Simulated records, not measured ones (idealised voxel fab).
A process module follows: voxel transistor to metal.
Section cut is 300 nm wide and gridded with 5 nm square cells.
Cross-section, as written here: a square-cell grid given band by band from the top down, where a band holds one or more rows of cells. For a band, the entry starts with two heights in nm, that of the top and then that of the bottom, and carries on with the band's materials in order from left to right, each alongside its width in nm; the word "all across" beside a single material means it fills the band edge to edge, and "air" means empty space. The level at which height equals 0 is the one under which the wafer, as it arrives, is entirely one material. No lower edge exists for the bottom band, which continues downward and is notated as in "0 down". A width such as "30 to 40" changes by the same amount from each row of cells to the next, from the band's top row to its bottom row. Step note "no modifications" = no cross-section cell changed. Closed-off voids of 8+ cells (no open route to the top) go in "Unvented voids", written width x height at distance from the left edge, in nm. Read whatever lies past the settings on a step's line as the simulator's own remark about the step. Each step line may optionally specify "overlay nm", which for a step with a mask gives the rightward distance between the mask's planned place and where it lay, a negative value indicating the leftward direction.
The planned process steps are enumerated hereunder:
1,RECEIVE, material Si
2,OXIDIZE, depth nm 5
3,CONFORMAL_DEP, material SiN, thk nm 15
4,MASKED_ETCH, tone cover, mask id ACTIVE, width nm 105, pitch nm 125, etch materials SiN, depth nm 15, overlay nm 0
5,MASKED_ETCH, tone cover, mask id ACTIVE, width nm 105, pitch nm 125, etch materials SiO2, depth nm 5, overlay nm 0
6,MASKED_ETCH, tone cover, mask id ACTIVE, width nm 105, pitch nm 125, etch materials Si, depth nm 35, overlay nm 0
7,FILL_DEP, material SiO2, thk nm 5
8,CMP, height nm 15
9,SELECTIVE_ETCH, etch materials SiO2, depth nm 15
10,STRIP, etch materials SiN
11,SELECTIVE_ETCH, etch materials SiO2, depth nm 5
12,OXIDIZE, depth nm 5
13,DIRECTIONAL_DEP, material polySi, thk nm 20
14,DIRECTIONAL_DEP, material SiCN, thk nm 15
15,MASKED_ETCH, tone cover, mask id GATE, width nm 25, pitch nm 125, etch materials SiCN, depth nm 25, overlay nm 0
16,MASKED_ETCH, tone cover, mask id GATE, width nm 25, pitch nm 125, etch materials polySi, depth nm 30, overlay nm 0
17,CONFORMAL_DEP, material SiN, thk nm 10
18,DIRECTIONAL_ETCH, etch materials SiN, depth nm 10
19,DIRECTIONAL_ETCH, etch materials SiO2, depth nm 5
20,DIRECTIONAL_ETCH, etch materials Si, depth nm 15
21,EPI, material pSi, thk nm 20
22,FILL_DEP, material SiO2, thk nm 10
23,CMP, height nm 30
24,DIRECTIONAL_DEP, material SiO2, thk nm 15
25,PATTERN, tone open, mask id CONTACT, material resist, width nm 15, thk nm 15, overlay nm 0
26,DIRECTIONAL_ETCH, etch materials SiO2, depth nm 35
27,STRIP, etch materials resist
28,CONFORMAL_DEP, material TiN, thk nm 5
29,FILL_DEP, material Ru, thk nm 10
30,CMP, height nm 45
31,CONFORMAL_DEP, material SiCN, thk nm 5
32,DIRECTIONAL_DEP, material lowk, thk nm 20
33,DIRECTIONAL_DEP, material aC, thk nm 10
34,PATTERN, tone open, mask id METAL_1, material resist, width nm 15, thk nm 25, overlay nm 0
35,DIRECTIONAL_ETCH, etch materials aC, depth nm 10
36,STRIP, etch materials resist
37,DIRECTIONAL_ETCH, etch materials lowk, depth nm 20
38,DIRECTIONAL_ETCH, etch materials SiCN, depth nm 5
39,STRIP, etch materials aC
40,CONFORMAL_DEP, material TiN, thk nm 5
41,FILL_DEP, material W, thk nm 10
42,CMP, height nm 70
43,CONFORMAL_DEP, material SiN, thk nm 5
Cross-section, incoming material, after step 1:
  0 down = Si all across
  Unvented voids: none
Wafer cross-section at module end: first of two, run to plan:
  75 to 70 = SiN all across
  70 to 50 = lowk 45 nm  TiN 5 nm  W 5 nm  TiN 5 nm  lowk 55 nm  TiN 5 nm  W 5 nm  TiN 5 nm  lowk 40 nm  TiN 5 nm  W 5 nm  TiN 5 nm  lowk 55 nm  TiN 5 nm  W 5 nm  TiN 5 nm  lowk 45 nm
  50 to 45 = SiCN 45 nm  TiN 15 nm  SiCN 55 nm  TiN 15 nm  SiCN 40 nm  TiN 15 nm  SiCN 55 nm  TiN 15 nm  SiCN 45 nm
  45 to 30 = SiO2 45 nm  TiN 5 nm  Ru 5 nm  TiN 5 nm  SiO2 55 nm  TiN 5 nm  Ru 5 nm  TiN 5 nm  SiO2 40 nm  TiN 5 nm  Ru 5 nm  TiN 5 nm  SiO2 55 nm  TiN 5 nm  Ru 5 nm  TiN 5 nm  SiO2 45 nm
  30 to 15 = SiO2 45 nm  TiN 5 nm  Ru 5 nm  TiN 5 nm  SiO2 5 nm  SiN 10 nm  SiCN 25 nm  SiN 10 nm  SiO2 5 nm  TiN 5 nm  Ru 5 nm  TiN 5 nm  SiO2 40 nm  TiN 5 nm  Ru 5 nm  TiN 5 nm  SiO2 5 nm  SiN 10 nm  SiCN 25 nm  SiN 10 nm  SiO2 5 nm  TiN 5 nm  Ru 5 nm  TiN 5 nm  SiO2 45 nm
  15 to 10 = SiO2 45 nm  TiN 15 nm  SiO2 5 nm  SiN 10 nm  polySi 25 nm  SiN 10 nm  SiO2 5 nm  TiN 15 nm  SiO2 40 nm  TiN 15 nm  SiO2 5 nm  SiN 10 nm  polySi 25 nm  SiN 10 nm  SiO2 5 nm  TiN 15 nm  SiO2 45 nm
  10 to -5 = SiO2 45 nm  pSi 20 nm  SiN 10 nm  polySi 25 nm  SiN 10 nm  pSi 20 nm  SiO2 40 nm  pSi 20 nm  SiN 10 nm  polySi 25 nm  SiN 10 nm  pSi 20 nm  SiO2 45 nm
  -5 to -10 = SiO2 30 nm  pSi 35 nm  SiO2 45 nm  pSi 35 nm  SiO2 10 nm  pSi 35 nm  SiO2 45 nm  pSi 35 nm  SiO2 30 nm
  -10 to -25 = SiO2 35 nm  pSi 30 nm  Si 45 nm  pSi 30 nm  SiO2 20 nm  pSi 30 nm  Si 45 nm  pSi 30 nm  SiO2 35 nm
  -25 to -40 = SiO2 35 nm  Si 105 nm  SiO2 20 nm  Si 105 nm  SiO2 35 nm
  -40 down = Si all across
  Unvented voids: none
This cross-section belongs to the second wafer of two at the end of the module; the start and the plan were shared with the first, and the run included one mistake:
  85 to 80 = SiN all across
  80 to 75 = W all across
  75 to 70 = TiN 50 nm  W 5 nm  TiN 65 nm  W 5 nm  TiN 50 nm  W 5 nm  TiN 65 nm  W 5 nm  TiN 50 nm
  70 to 50 = lowk 45 nm  TiN 5 nm  W 5 nm  TiN 5 nm  lowk 55 nm  TiN 5 nm  W 5 nm  TiN 5 nm  lowk 40 nm  TiN 5 nm  W 5 nm  TiN 5 nm  lowk 55 nm  TiN 5 nm  W 5 nm  TiN 5 nm  lowk 45 nm
  50 to 45 = SiCN 45 nm  TiN 15 nm  SiCN 55 nm  TiN 15 nm  SiCN 40 nm  TiN 15 nm  SiCN 55 nm  TiN 15 nm  SiCN 45 nm
  45 to 30 = SiO2 45 nm  TiN 5 nm  Ru 5 nm  TiN 5 nm  SiO2 55 nm  TiN 5 nm  Ru 5 nm  TiN 5 nm  SiO2 40 nm  TiN 5 nm  Ru 5 nm  TiN 5 nm  SiO2 55 nm  TiN 5 nm  Ru 5 nm  TiN 5 nm  SiO2 45 nm
  30 to 15 = SiO2 45 nm  TiN 5 nm  Ru 5 nm  TiN 5 nm  SiO2 5 nm  SiN 10 nm  SiCN 25 nm  SiN 10 nm  SiO2 5 nm  TiN 5 nm  Ru 5 nm  TiN 5 nm  SiO2 40 nm  TiN 5 nm  Ru 5 nm  TiN 5 nm  SiO2 5 nm  SiN 10 nm  SiCN 25 nm  SiN 10 nm  SiO2 5 nm  TiN 5 nm  Ru 5 nm  TiN 5 nm  SiO2 45 nm
  15 to 10 = SiO2 45 nm  TiN 15 nm  SiO2 5 nm  SiN 10 nm  polySi 25 nm  SiN 10 nm  SiO2 5 nm  TiN 15 nm  SiO2 40 nm  TiN 15 nm  SiO2 5 nm  SiN 10 nm  polySi 25 nm  SiN 10 nm  SiO2 5 nm  TiN 15 nm  SiO2 45 nm
  10 to -5 = SiO2 45 nm  pSi 20 nm  SiN 10 nm  polySi 25 nm  SiN 10 nm  pSi 20 nm  SiO2 40 nm  pSi 20 nm  SiN 10 nm  polySi 25 nm  SiN 10 nm  pSi 20 nm  SiO2 45 nm
  -5 to -10 = SiO2 30 nm  pSi 35 nm  SiO2 45 nm  pSi 35 nm  SiO2 10 nm  pSi 35 nm  SiO2 45 nm  pSi 35 nm  SiO2 30 nm
  -10 to -25 = SiO2 35 nm  pSi 30 nm  Si 45 nm  pSi 30 nm  SiO2 20 nm  pSi 30 nm  Si 45 nm  pSi 30 nm  SiO2 35 nm
  -25 to -40 = SiO2 35 nm  Si 105 nm  SiO2 20 nm  Si 105 nm  SiO2 35 nm
  -40 down = Si all across
  Unvented voids: none
Misprocessing identified: contrary to plan, step 42 was performed as CMP, height nm 80
Wafer comparison, final, in cells, second relative to first, materials more or fewer: +56 TiN | +64 W
